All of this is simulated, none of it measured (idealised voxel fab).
process module | voxel ribs on slabs
cross-section cut | 270 nm wide | cells 5 nm
A cross-section is a grid of square cells, given in bands from the top down. A band is one or more rows of cells.
Each band's line starts with the height of the band's top and of its bottom, in nm. Then come its materials from left to right, each with its width in nm. One material with "throughout" fills the band from edge to edge. "air" is empty space.
Height 0 is the level under which the wafer as received is all one material. The lowest band goes on downwards, as in "0 down".
A width such as "30 to 40" changes by the same amount from each row of cells to the next, from the band's top row to its bottom row.
"no change" after a step means that no cell of the cross-section changed.
closed voids: empty space of 8 cells or more with no open way to the top, each as width x height at its distance from the left edge, in nm
after a step's settings: what the simulator itself notes on the step
overlay nm, on a step with a mask: how far to the right of its planned place the mask lay; to the left if negative
plan
1 op RECEIVE | material Si
2 op DIRECTIONAL_DEP | material SiO2 | thk nm 25
3 op DIRECTIONAL_DEP | material polySi | thk nm 25
4 op DIRECTIONAL_DEP | material aC | thk nm 15
5 op PATTERN | tone cover | mask id RIB | material resist | width nm 15 | thk nm 35 | overlay nm 0
6 op DIRECTIONAL_ETCH | etch materials aC | depth nm 15
7 op STRIP | etch materials resist
8 op DIRECTIONAL_ETCH | etch materials polySi | depth nm 15
9 op STRIP | etch materials aC
10 op PATTERN | tone cover | mask id SLAB | material resist | width nm 75 | thk nm 20 | overlay nm 0
11 op DIRECTIONAL_ETCH | etch materials polySi | depth nm 10
12 op STRIP | etch materials resist
13 op FILL_DEP | material SiO2 | thk nm 20
14 op CMP | height nm 60
15 op DIRECTIONAL_DEP | material W | thk nm 5
16 op DIRECTIONAL_DEP | material aC | thk nm 10
17 op PATTERN | tone cover | mask id HEATER | material resist | width nm 25 | thk nm 30 | overlay nm 0
18 op DIRECTIONAL_ETCH | etch materials aC | depth nm 10
19 op STRIP | etch materials resist
20 op DIRECTIONAL_ETCH | etch materials W | depth nm 5
21 op STRIP | etch materials aC
22 op CONFORMAL_DEP | material SiO2 | thk nm 5
as received, after step 1
  0 down: Si throughout
  closed voids: none
a wafer at the end: this start, this plan, one mistake
  70 to 65: air 115 | SiO2 35 | air 120
  65 to 60: SiO2 120 | W 25 | SiO2 125
  60 to 50: SiO2 95 | polySi 75 | SiO2 100
  50 to 0: SiO2 throughout
  0 down: Si throughout
  closed voids: none
what went wrong: step 2 was run twice
